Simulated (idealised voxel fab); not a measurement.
The following is a process module called voxel double patterning.
Section cut is 255 nm wide and gridded with 5 nm square cells.
How to read a cross-section here: the picture is a grid of square cells, written as bands going from the top down, and any band can span one or more rows of cells. Heads up on the band format: heights come first, top then bottom, in nm. After that it's the materials left to right, each with its width in nm. A single material flagged "full width" fills the whole band edge to edge, and "air" means there's empty space there. Heads up on the height convention: 0 is the point under which the incoming wafer is all one material, and the lowest band has no bottom, it just keeps going down, like "0 -> down". Think of "30->40" as a width that walks from the first number to the second as you go down the band, top row to bottom row, taking equal-sized steps from row to row. What does "left unchanged" mean for a step? It means no cell of the cross-section changed in that step. You'll see "Voids, sealed" listing empty spaces that have no way open to the top, as long as they're 8 cells or more; the notation is width x height at distance, where the distance is from the left edge, and all of it is in nm. Past the settings on a step's line: simulator remark, on that step. overlay nm: step with mask; distance mask lay right of planned place; negative value = left of planned place.

# These are the steps we planned for the process
1: RECEIVE, material Si
2: CONFORMAL_DEP, material SiN, thk nm 5
3: DIRECTIONAL_DEP, material SiO2, thk nm 10
4: DIRECTIONAL_DEP, material SiCN, thk nm 10
5: MASKED_ETCH, tone open, mask id FIRST, width nm 15, pitch nm 50, etch materials SiCN, depth nm 10, overlay nm 0
6: DIRECTIONAL_DEP, material aC, thk nm 10
7: PATTERN, tone open, mask id SECOND, material resist, width nm 15, pitch nm 50, thk nm 25, overlay nm 0
8: DIRECTIONAL_ETCH, etch materials aC, depth nm 10
9: STRIP, etch materials resist
10: DIRECTIONAL_ETCH, etch materials SiCN, depth nm 10
11: STRIP, etch materials aC
12: DIRECTIONAL_ETCH, etch materials SiO2, depth nm 10
13: STRIP, etch materials SiCN

# As-received state of the wafer in cross-section, equivalent to post-step 1
0 -> down = Si full width
Voids, sealed: none

# Cross-sectional view of the first of the two wafers upon completion of the module, processed in accordance with the plan
15 -> 5 = SiO2=70 / air=15 / SiO2=10 / air=15 / SiO2=10 / air=15 / SiO2=10 / air=15 / SiO2=10 / air=15 / SiO2=70
5 -> 0 = SiN full width
0 -> down = Si full width
Voids, sealed: none

# Cross-sectional view of the second of two wafers upon completion of the module. This wafer shared its starting condition and process plan with the first; one error was made during its execution
15 -> 10 = SiN full width
10 -> 0 = SiO2 full width
0 -> down = Si full width
Voids, sealed: none
Short version of what went wrong: sequence error: steps 2 and 3 interchanged
at the end the second wafer has, in cells: SiO2 +30
